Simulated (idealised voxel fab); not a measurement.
The name of this process module is voxel spacer lines.
Section shown: cut. Width: 225 nm. Cell size: 5 nm, square.
This document writes a cross-section as a grid whose cells are square, and gives it as bands, listed from the top down; one or more rows of cells form a band. Band: top and bottom heights (nm) first, top before bottom; then materials from left to right, widths in nm. "everywhere" marks a sole material filling the band edge to edge. "empty" denotes empty space. Height datum 0, below which the as-received substrate wafer is one material. Lowest band open at the bottom, running downward: "from 0 down". Quick explanation for "30->40": the width changes in equal steps down the rows of cells, from the first number in the band's top row to the second number in its bottom row. Basically "left unchanged" means that step didn't change any cell in the cross-section. The list in "Closed void roster" covers empty spaces of 8 cells or more that cannot reach the top through any open way, and it gives each as width x height at distance; the distance is from the left edge, and width, height and distance are in nm. Heads up: the bit after the settings on a step's line is the simulator's remark on that step. overlay nm: mask right of planned place by this much (step with mask). Neg. = left.
## So here's the lineup of process steps we planned
1. RECEIVE [material Si]
2. CONFORMAL_DEP [material Al2O3] [thk nm 10]
3. DIRECTIONAL_DEP [material W] [thk nm 15]
4. DIRECTIONAL_DEP [material aC] [thk nm 25]
5. PATTERN [tone cover] [mask id MANDREL] [material resist] [width nm 25] [pitch nm 80] [thk nm 30] [overlay nm 0]
6. DIRECTIONAL_ETCH [etch materials aC] [depth nm 25]
7. STRIP [etch materials resist]
8. CONFORMAL_DEP [material SiO2] [thk nm 15]
9. DIRECTIONAL_ETCH [etch materials SiO2] [depth nm 15]
10. STRIP [etch materials aC]
11. DIRECTIONAL_ETCH [etch materials W] [depth nm 15]
12. STRIP [etch materials SiO2]
## as received, after step 1
> from 0 down  Si everywhere
> Closed void roster: none
## Result of the module, cross-sectioned: start per above, plan per above, one error in how it was run
> from 65 to 50  5 of empty, then 55 of Al2O3, then 25 of empty, then 55 of Al2O3, then 25 of empty, then 55 of Al2O3, then 5 of empty
> from 50 to 40  5 of empty, then 15 of Al2O3, then 25 of aC, then 15 of Al2O3, then 25 of empty, then 15 of Al2O3, then 25 of aC, then 15 of Al2O3, then 25 of empty, then 15 of Al2O3, then 25 of aC, then 15 of Al2O3, then 5 of empty
> from 40 to 25  20 of Al2O3, then 25 of aC, then 55 of Al2O3, then 25 of aC, then 55 of Al2O3, then 25 of aC, then 20 of Al2O3
> from 25 to 10  W everywhere
> from 10 to 0  Al2O3 everywhere
> from 0 down  Si everywhere
> Closed void roster: none
Against the plan, the run slipped here: step 8 was not run as planned; what actually ran was CONFORMAL_DEP [material Al2O3] [thk nm 15]
